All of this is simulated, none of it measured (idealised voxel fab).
A process module follows: voxel gate over fins.
Cross-section cut spans 220 nm and uses square cells 5 nm in size.
Cross-section format: a grid of square cells, given as bands from top to bottom; each band is one or more rows of cells. For a band, the entry starts with two heights in nm, that of the top and then that of the bottom, and carries on with the band's materials in order from left to right, each alongside its width in nm; the word "throughout" beside a single material means it fills the band edge to edge, and "empty" means empty space. Beneath 0, the wafer as received is one material, and that level is where height counting begins. The lowest band goes on downward without a bottom; it is written like "z 0 and below". You'd read "30..40" like this: the band's top row of cells is as wide as the first number, its bottom row is as wide as the second, and going down, every row changes width by the same amount as the row before did. The cross-section has no changed cell in any step marked "changes: none". The entry "Sealed void list" lists the empty spaces that cover at least 8 cells and have no open path to the top. Each is written as width x height at distance, where the distance is measured from the left edge and all three values are in nm. What comes after the settings on a step's line is commentary from the simulator itself on that step. overlay nm: for a step with a mask, the amount by which the mask lay right of where it was planned; a negative amount means left of it.
The steps planned for the process are as follows:
1,RECEIVE,material Si
2,CONFORMAL_DEP,material SiN,thk nm 10
3,PATTERN,tone cover,mask id FINS,material resist,width nm 15,pitch nm 50,thk nm 15,overlay nm 0
4,DIRECTIONAL_ETCH,etch materials SiN,depth nm 10
5,DIRECTIONAL_ETCH,etch materials Si,depth nm 35
6,STRIP,etch materials resist
7,OXIDIZE,depth nm 5
8,FILL_DEP,material SiO2,thk nm 10
9,CMP,height nm 10
10,PATTERN,tone open,mask id RAIL,material resist,width nm 15,thk nm 20,overlay nm 0
11,DIRECTIONAL_ETCH,etch materials SiO2,depth nm 40
12,STRIP,etch materials resist
13,CONFORMAL_DEP,material TiN,thk nm 5
14,FILL_DEP,material W,thk nm 5
15,CMP,height nm 10
16,SELECTIVE_ETCH,etch materials W Ru TiN,depth nm 30
17,FILL_DEP,material SiO2,thk nm 5
18,CMP,height nm 10
19,SELECTIVE_ETCH,etch materials SiO2,depth nm 25
20,STRIP,etch materials SiN
21,CONFORMAL_DEP,material HfO2,thk nm 5
22,CONFORMAL_DEP,material TiN,thk nm 5
23,FILL_DEP,material W,thk nm 15
24,CMP,height nm 20
25,CONFORMAL_DEP,material SiCN,thk nm 10
First of two wafers: run as planned:
as received, after step 1:
  z 0 and below = Si throughout
  Sealed void list: none
Presented here is a cross-section of the wafer after step 2 has been performed:
  z 10 to 0 = SiN throughout
  Nothing below the height 0 has changed.
Presented here is a cross-section of the wafer after step 3 has been performed:
  z 25 to 10 = 25 of empty | 15 of resist | 35 of empty | 15 of resist | 35 of empty | 15 of resist | 35 of empty | 15 of resist | 30 of empty
  Nothing below the height 10 has changed.
Presented here is a cross-section of the wafer after step 4 has been performed:
  z 25 to 10 = 25 of empty | 15 of resist | 35 of empty | 15 of resist | 35 of empty | 15 of resist | 35 of empty | 15 of resist | 30 of empty
  z 10 to 0 = 25 of empty | 15 of SiN | 35 of empty | 15 of SiN | 35 of empty | 15 of SiN | 35 of empty | 15 of SiN | 30 of empty
  Nothing below the height 0 has changed.
Presented here is a cross-section of the wafer after step 5 has been performed:
  z 25 to 10 = 25 of empty | 15 of resist | 35 of empty | 15 of resist | 35 of empty | 15 of resist | 35 of empty | 15 of resist | 30 of empty
  z 10 to 0 = 25 of empty | 15 of SiN | 35 of empty | 15 of SiN | 35 of empty | 15 of SiN | 35 of empty | 15 of SiN | 30 of empty
  z 0 to -35 = 25 of empty | 15 of Si | 35 of empty | 15 of Si | 35 of empty | 15 of Si | 35 of empty | 15 of Si | 30 of empty
  Nothing below the height -35 has changed.
Presented here is a cross-section of the wafer after step 6 has been performed:
  z 10 to 0 = 25 of empty | 15 of SiN | 35 of empty | 15 of SiN | 35 of empty | 15 of SiN | 35 of empty | 15 of SiN | 30 of empty
  Nothing below the height 0 has changed.
Presented here is a cross-section of the wafer after step 7 has been performed:
  z 10 to 0 = 25 of empty | 15 of SiN | 35 of empty | 15 of SiN | 35 of empty | 15 of SiN | 35 of empty | 15 of SiN | 30 of empty
  z 0 to -35 = 25 of empty | 5 of SiO2 | 5 of Si | 5 of SiO2 | 35 of empty | 5 of SiO2 | 5 of Si | 5 of SiO2 | 35 of empty | 5 of SiO2 | 5 of Si | 5 of SiO2 | 35 of empty | 5 of SiO2 | 5 of Si | 5 of SiO2 | 30 of empty
  z -35 to -40 = 30 of SiO2 | 5 of Si | 45 of SiO2 | 5 of Si | 45 of SiO2 | 5 of Si | 45 of SiO2 | 5 of Si | 35 of SiO2
  Nothing below the height -40 has changed.
Presented here is a cross-section of the wafer after step 8 has been performed:
  z 20 to 10 = SiO2 throughout
  z 10 to 0 = 25 of SiO2 | 15 of SiN | 35 of SiO2 | 15 of SiN | 35 of SiO2 | 15 of SiN | 35 of SiO2 | 15 of SiN | 30 of SiO2
  z 0 to -40 = 30 of SiO2 | 5 of Si | 45 of SiO2 | 5 of Si | 45 of SiO2 | 5 of Si | 45 of SiO2 | 5 of Si | 35 of SiO2
  Nothing below the height -40 has changed.
Presented here is a cross-section of the wafer after step 9 has been performed:
  z 10 to 0 = 25 of SiO2 | 15 of SiN | 35 of SiO2 | 15 of SiN | 35 of SiO2 | 15 of SiN | 35 of SiO2 | 15 of SiN | 30 of SiO2
  Nothing below the height 0 has changed.
Presented here is a cross-section of the wafer after step 10 has been performed:
  z 30 to 10 = 50 of resist | 15 of empty | 155 of resist
  Nothing below the height 10 has changed.
Presented here is a cross-section of the wafer after step 11 has been performed:
  z 30 to 10 = 50 of resist | 15 of empty | 155 of resist
  z 10 to 0 = 25 of SiO2 | 15 of SiN | 10 of SiO2 | 15 of empty | 10 of SiO2 | 15 of SiN | 35 of SiO2 | 15 of SiN | 35 of SiO2 | 15 of SiN | 30 of SiO2
  z 0 to -30 = 30 of SiO2 | 5 of Si | 15 of SiO2 | 15 of empty | 15 of SiO2 | 5 of Si | 45 of SiO2 | 5 of Si | 45 of SiO2 | 5 of Si | 35 of SiO2
  Nothing below the height -30 has changed.
Presented here is a cross-section of the wafer after step 12 has been performed:
  z 10 to 0 = 25 of SiO2 | 15 of SiN | 10 of SiO2 | 15 of empty | 10 of SiO2 | 15 of SiN | 35 of SiO2 | 15 of SiN | 35 of SiO2 | 15 of SiN | 30 of SiO2
  Nothing below the height 0 has changed.
Presented here is a cross-section of the wafer after step 13 has been performed:
  z 15 to 10 = 55 of TiN | 5 of empty | 160 of TiN
  z 10 to 0 = 25 of SiO2 | 15 of SiN | 10 of SiO2 | 5 of TiN | 5 of empty | 5 of TiN | 10 of SiO2 | 15 of SiN | 35 of SiO2 | 15 of SiN | 35 of SiO2 | 15 of SiN | 30 of SiO2
  z 0 to -25 = 30 of SiO2 | 5 of Si | 15 of SiO2 | 5 of TiN | 5 of empty | 5 of TiN | 15 of SiO2 | 5 of Si | 45 of SiO2 | 5 of Si | 45 of SiO2 | 5 of Si | 35 of SiO2
  z -25 to -30 = 30 of SiO2 | 5 of Si | 15 of SiO2 | 15 of TiN | 15 of SiO2 | 5 of Si | 45 of SiO2 | 5 of Si | 45 of SiO2 | 5 of Si | 35 of SiO2
  Nothing below the height -30 has changed.
Presented here is a cross-section of the wafer after step 14 has been performed:
  z 20 to 15 = W throughout
  z 15 to 10 = 55 of TiN | 5 of W | 160 of TiN
  z 10 to 0 = 25 of SiO2 | 15 of SiN | 10 of SiO2 | 5 of TiN | 5 of W | 5 of TiN | 10 of SiO2 | 15 of SiN | 35 of SiO2 | 15 of SiN | 35 of SiO2 | 15 of SiN | 30 of SiO2
  z 0 to -25 = 30 of SiO2 | 5 of Si | 15 of SiO2 | 5 of TiN | 5 of W | 5 of TiN | 15 of SiO2 | 5 of Si | 45 of SiO2 | 5 of Si | 45 of SiO2 | 5 of Si | 35 of SiO2
  Nothing below the height -25 has changed.
Presented here is a cross-section of the wafer after step 15 has been performed:
  z 10 to 0 = 25 of SiO2 | 15 of SiN | 10 of SiO2 | 5 of TiN | 5 of W | 5 of TiN | 10 of SiO2 | 15 of SiN | 35 of SiO2 | 15 of SiN | 35 of SiO2 | 15 of SiN | 30 of SiO2
  Nothing below the height 0 has changed.
Presented here is a cross-section of the wafer after step 16 has been performed:
  z 10 to 0 = 25 of SiO2 | 15 of SiN | 10 of SiO2 | 15 of empty | 10 of SiO2 | 15 of SiN | 35 of SiO2 | 15 of SiN | 35 of SiO2 | 15 of SiN | 30 of SiO2
  z 0 to -20 = 30 of SiO2 | 5 of Si | 15 of SiO2 | 15 of empty | 15 of SiO2 | 5 of Si | 45 of SiO2 | 5 of Si | 45 of SiO2 | 5 of Si | 35 of SiO2
  Nothing below the height -20 has changed.
Presented here is a cross-section of the wafer after step 17 has been performed:
  z 15 to 10 = SiO2 throughout
  z 10 to 0 = 25 of SiO2 | 15 of SiN | 35 of SiO2 | 15 of SiN | 35 of SiO2 | 15 of SiN | 35 of SiO2 | 15 of SiN | 30 of SiO2
  z 0 to -20 = 30 of SiO2 | 5 of Si | 45 of SiO2 | 5 of Si | 45 of SiO2 | 5 of Si | 45 of SiO2 | 5 of Si | 35 of SiO2
  Nothing below the height -20 has changed.
Presented here is a cross-section of the wafer after step 18 has been performed:
  z 10 to 0 = 25 of SiO2 | 15 of SiN | 35 of SiO2 | 15 of SiN | 35 of SiO2 | 15 of SiN | 35 of SiO2 | 15 of SiN | 30 of SiO2
  Nothing below the height 0 has changed.
Presented here is a cross-section of the wafer after step 19 has been performed:
  z 10 to 0 = 25 of empty | 15 of SiN | 35 of empty | 15 of SiN | 35 of empty | 15 of SiN | 35 of empty | 15 of SiN | 30 of empty
  z 0 to -15 = 30 of empty | 5 of Si | 45 of empty | 5 of Si | 45 of empty | 5 of Si | 45 of empty | 5 of Si | 35 of empty
  Nothing below the height -15 has changed.
Presented here is a cross-section of the wafer after step 20 has been performed:
  z 0 to -15 = 30 of empty | 5 of Si | 45 of empty | 5 of Si | 45 of empty | 5 of Si | 45 of empty | 5 of Si | 35 of empty
  Nothing below the height -15 has changed.
Presented here is a cross-section of the wafer after step 21 has been performed:
  z 5 to 0 = 25 of empty | 15 of HfO2 | 35 of empty | 15 of HfO2 | 35 of empty | 15 of HfO2 | 35 of empty | 15 of HfO2 | 30 of empty
  z 0 to -10 = 25 of empty | 5 of HfO2 | 5 of Si | 5 of HfO2 | 35 of empty | 5 of HfO2 | 5 of Si | 5 of HfO2 | 35 of empty | 5 of HfO2 | 5 of Si | 5 of HfO2 | 35 of empty | 5 of HfO2 | 5 of Si | 5 of HfO2 | 30 of empty
  z -10 to -15 = 30 of HfO2 | 5 of Si | 45 of HfO2 | 5 of Si | 45 of HfO2 | 5 of Si | 45 of HfO2 | 5 of Si | 35 of HfO2
  Nothing below the height -15 has changed.
Presented here is a cross-section of the wafer after step 22 has been performed:
  z 10 to 5 = 20 of empty | 25 of TiN | 25 of empty | 25 of TiN | 25 of empty | 25 of TiN | 25 of empty | 25 of TiN | 25 of empty
  z 5 to 0 = 20 of empty | 5 of TiN | 15 of HfO2 | 5 of TiN | 25 of empty | 5 of TiN | 15 of HfO2 | 5 of TiN | 25 of empty | 5 of TiN | 15 of HfO2 | 5 of TiN | 25 of empty | 5 of TiN | 15 of HfO2 | 5 of TiN | 25 of empty
  z 0 to -5 = 20 of empty | 5 of TiN | 5 of HfO2 | 5 of Si | 5 of HfO2 | 5 of TiN | 25 of empty | 5 of TiN | 5 of HfO2 | 5 of Si | 5 of HfO2 | 5 of TiN | 25 of empty | 5 of TiN | 5 of HfO2 | 5 of Si | 5 of HfO2 | 5 of TiN | 25 of empty | 5 of TiN | 5 of HfO2 | 5 of Si | 5 of HfO2 | 5 of TiN | 25 of empty
  z -5 to -10 = 25 of TiN | 5 of HfO2 | 5 of Si | 5 of HfO2 | 35 of TiN | 5 of HfO2 | 5 of Si | 5 of HfO2 | 35 of TiN | 5 of HfO2 | 5 of Si | 5 of HfO2 | 35 of TiN | 5 of HfO2 | 5 of Si | 5 of HfO2 | 30 of TiN
  Nothing below the height -10 has changed.
Presented here is a cross-section of the wafer after step 23 has been performed:
  z 25 to 10 = W throughout
  z 10 to 5 = 20 of W | 25 of TiN | 25 of W | 25 of TiN | 25 of W | 25 of TiN | 25 of W | 25 of TiN | 25 of W
  z 5 to 0 = 20 of W | 5 of TiN | 15 of HfO2 | 5 of TiN | 25 of W | 5 of TiN | 15 of HfO2 | 5 of TiN | 25 of W | 5 of TiN | 15 of HfO2 | 5 of TiN | 25 of W | 5 of TiN | 15 of HfO2 | 5 of TiN | 25 of W
  z 0 to -5 = 20 of W | 5 of TiN | 5 of HfO2 | 5 of Si | 5 of HfO2 | 5 of TiN | 25 of W | 5 of TiN | 5 of HfO2 | 5 of Si | 5 of HfO2 | 5 of TiN | 25 of W | 5 of TiN | 5 of HfO2 | 5 of Si | 5 of HfO2 | 5 of TiN | 25 of W | 5 of TiN | 5 of HfO2 | 5 of Si | 5 of HfO2 | 5 of TiN | 25 of W
  Nothing below the height -5 has changed.
Presented here is a cross-section of the wafer after step 24 has been performed:
  z 20 to 10 = W throughout
  Nothing below the height 10 has changed.
Presented here is a cross-section of the wafer after step 25 has been performed:
  z 30 to 20 = SiCN throughout
  Nothing below the height 20 has changed.
Wafer two. Same start, same plan, one slip in execution. Same as wafer one through step 18, inclusive:
At the planned end of step 19, the second wafer in cross-section:
  z 10 to 0 = 25 of SiO2 | 15 of empty | 35 of SiO2 | 15 of empty | 35 of SiO2 | 15 of empty | 35 of SiO2 | 15 of empty | 30 of SiO2
  Nothing below the height 0 has changed.
At the planned end of step 20, the second wafer in cross-section:
  z 0 to -15 = 30 of empty | 5 of Si | 45 of empty | 5 of Si | 45 of empty | 5 of Si | 45 of empty | 5 of Si | 35 of empty
  z -15 to -20 = 30 of empty | 5 of Si | 45 of empty | 5 of Si | 45 of empty | 5 of Si | 45 of empty | 5 of Si | 30 of empty | 5 of SiO2
  z -20 to -25 = 30 of empty | 5 of Si | 15 of empty | 5 of TiN | 5 of W | 5 of TiN | 15 of empty | 5 of Si | 45 of empty | 5 of Si | 45 of empty | 5 of Si | 30 of empty | 5 of SiO2
  Nothing below the height -25 has changed.
At the planned end of step 21, the second wafer in cross-section:
  z 5 to 0 = 25 of empty | 15 of HfO2 | 35 of empty | 15 of HfO2 | 35 of empty | 15 of HfO2 | 35 of empty | 15 of HfO2 | 30 of empty
  z 0 to -10 = 25 of empty | 5 of HfO2 | 5 of Si | 5 of HfO2 | 35 of empty | 5 of HfO2 | 5 of Si | 5 of HfO2 | 35 of empty | 5 of HfO2 | 5 of Si | 5 of HfO2 | 35 of empty | 5 of HfO2 | 5 of Si | 5 of HfO2 | 30 of empty
  z -10 to -15 = 25 of empty | 5 of HfO2 | 5 of Si | 5 of HfO2 | 35 of empty | 5 of HfO2 | 5 of Si | 5 of HfO2 | 35 of empty | 5 of HfO2 | 5 of Si | 5 of HfO2 | 35 of empty | 5 of HfO2 | 5 of Si | 5 of HfO2 | 20 of empty | 10 of HfO2
  z -15 to -20 = 25 of empty | 5 of HfO2 | 5 of Si | 5 of HfO2 | 5 of empty | 25 of HfO2 | 5 of empty | 5 of HfO2 | 5 of Si | 5 of HfO2 | 35 of empty | 5 of HfO2 | 5 of Si | 5 of HfO2 | 35 of empty | 5 of HfO2 | 5 of Si | 5 of HfO2 | 20 of empty | 5 of HfO2 | 5 of SiO2
  z -20 to -25 = 30 of HfO2 | 5 of Si | 15 of HfO2 | 5 of TiN | 5 of W | 5 of TiN | 15 of HfO2 | 5 of Si | 45 of HfO2 | 5 of Si | 45 of HfO2 | 5 of Si | 30 of HfO2 | 5 of SiO2
  Nothing below the height -25 has changed.
At the planned end of step 22, the second wafer in cross-section:
  z 10 to 5 = 20 of empty | 25 of TiN | 25 of empty | 25 of TiN | 25 of empty | 25 of TiN | 25 of empty | 25 of TiN | 25 of empty
  z 5 to 0 = 20 of empty | 5 of TiN | 15 of HfO2 | 5 of TiN | 25 of empty | 5 of TiN | 15 of HfO2 | 5 of TiN | 25 of empty | 5 of TiN | 15 of HfO2 | 5 of TiN | 25 of empty | 5 of TiN | 15 of HfO2 | 5 of TiN | 25 of empty
  z 0 to -5 = 20 of empty | 5 of TiN | 5 of HfO2 | 5 of Si | 5 of HfO2 | 5 of TiN | 25 of empty | 5 of TiN | 5 of HfO2 | 5 of Si | 5 of HfO2 | 5 of TiN | 25 of empty | 5 of TiN | 5 of HfO2 | 5 of Si | 5 of HfO2 | 5 of TiN | 25 of empty | 5 of TiN | 5 of HfO2 | 5 of Si | 5 of HfO2 | 5 of TiN | 25 of empty
  z -5 to -10 = 20 of empty | 5 of TiN | 5 of HfO2 | 5 of Si | 5 of HfO2 | 5 of TiN | 25 of empty | 5 of TiN | 5 of HfO2 | 5 of Si | 5 of HfO2 | 5 of TiN | 25 of empty | 5 of TiN | 5 of HfO2 | 5 of Si | 5 of HfO2 | 5 of TiN | 25 of empty | 5 of TiN | 5 of HfO2 | 5 of Si | 5 of HfO2 | 5 of TiN | 10 of empty | 15 of TiN
  z -10 to -15 = 20 of empty | 5 of TiN | 5 of HfO2 | 5 of Si | 5 of HfO2 | 35 of TiN | 5 of HfO2 | 5 of Si | 5 of HfO2 | 5 of TiN | 25 of empty | 5 of TiN | 5 of HfO2 | 5 of Si | 5 of HfO2 | 5 of TiN | 25 of empty | 5 of TiN | 5 of HfO2 | 5 of Si | 5 of HfO2 | 5 of TiN | 10 of empty | 5 of TiN | 10 of HfO2
  z -15 to -20 = 25 of TiN | 5 of HfO2 | 5 of Si | 5 of HfO2 | 5 of TiN | 25 of HfO2 | 5 of TiN | 5 of HfO2 | 5 of Si | 5 of HfO2 | 35 of TiN | 5 of HfO2 | 5 of Si | 5 of HfO2 | 35 of TiN | 5 of HfO2 | 5 of Si | 5 of HfO2 | 20 of TiN | 5 of HfO2 | 5 of SiO2
  Nothing below the height -20 has changed.
At the planned end of step 23, the second wafer in cross-section:
  z 25 to 10 = W throughout
  z 10 to 5 = 20 of W | 25 of TiN | 25 of W | 25 of TiN | 25 of W | 25 of TiN | 25 of W | 25 of TiN | 25 of W
  z 5 to 0 = 20 of W | 5 of TiN | 15 of HfO2 | 5 of TiN | 25 of W | 5 of TiN | 15 of HfO2 | 5 of TiN | 25 of W | 5 of TiN | 15 of HfO2 | 5 of TiN | 25 of W | 5 of TiN | 15 of HfO2 | 5 of TiN | 25 of W
  z 0 to -5 = 20 of W | 5 of TiN | 5 of HfO2 | 5 of Si | 5 of HfO2 | 5 of TiN | 25 of W | 5 of TiN | 5 of HfO2 | 5 of Si | 5 of HfO2 | 5 of TiN | 25 of W | 5 of TiN | 5 of HfO2 | 5 of Si | 5 of HfO2 | 5 of TiN | 25 of W | 5 of TiN | 5 of HfO2 | 5 of Si | 5 of HfO2 | 5 of TiN | 25 of W
  z -5 to -10 = 20 of W | 5 of TiN | 5 of HfO2 | 5 of Si | 5 of HfO2 | 5 of TiN | 25 of W | 5 of TiN | 5 of HfO2 | 5 of Si | 5 of HfO2 | 5 of TiN | 25 of W | 5 of TiN | 5 of HfO2 | 5 of Si | 5 of HfO2 | 5 of TiN | 25 of W | 5 of TiN | 5 of HfO2 | 5 of Si | 5 of HfO2 | 5 of TiN | 10 of W | 15 of TiN
  z -10 to -15 = 20 of W | 5 of TiN | 5 of HfO2 | 5 of Si | 5 of HfO2 | 35 of TiN | 5 of HfO2 | 5 of Si | 5 of HfO2 | 5 of TiN | 25 of W | 5 of TiN | 5 of HfO2 | 5 of Si | 5 of HfO2 | 5 of TiN | 25 of W | 5 of TiN | 5 of HfO2 | 5 of Si | 5 of HfO2 | 5 of TiN | 10 of W | 5 of TiN | 10 of HfO2
  Nothing below the height -15 has changed.
At the planned end of step 24, the second wafer in cross-section:
  z 20 to 10 = W throughout
  Nothing below the height 10 has changed.
At the planned end of step 25, the second wafer in cross-section:
  z 30 to 20 = SiCN throughout
  Nothing below the height 20 has changed.
Short version of what went wrong: the intended sequence of steps 19 and 20 was reversed during processing, with each occupying the position of the other
Final difference in cells, second wafer against first, listed per material as more or fewer: +20 HfO2, -75 SiO2, +18 TiN, +37 W
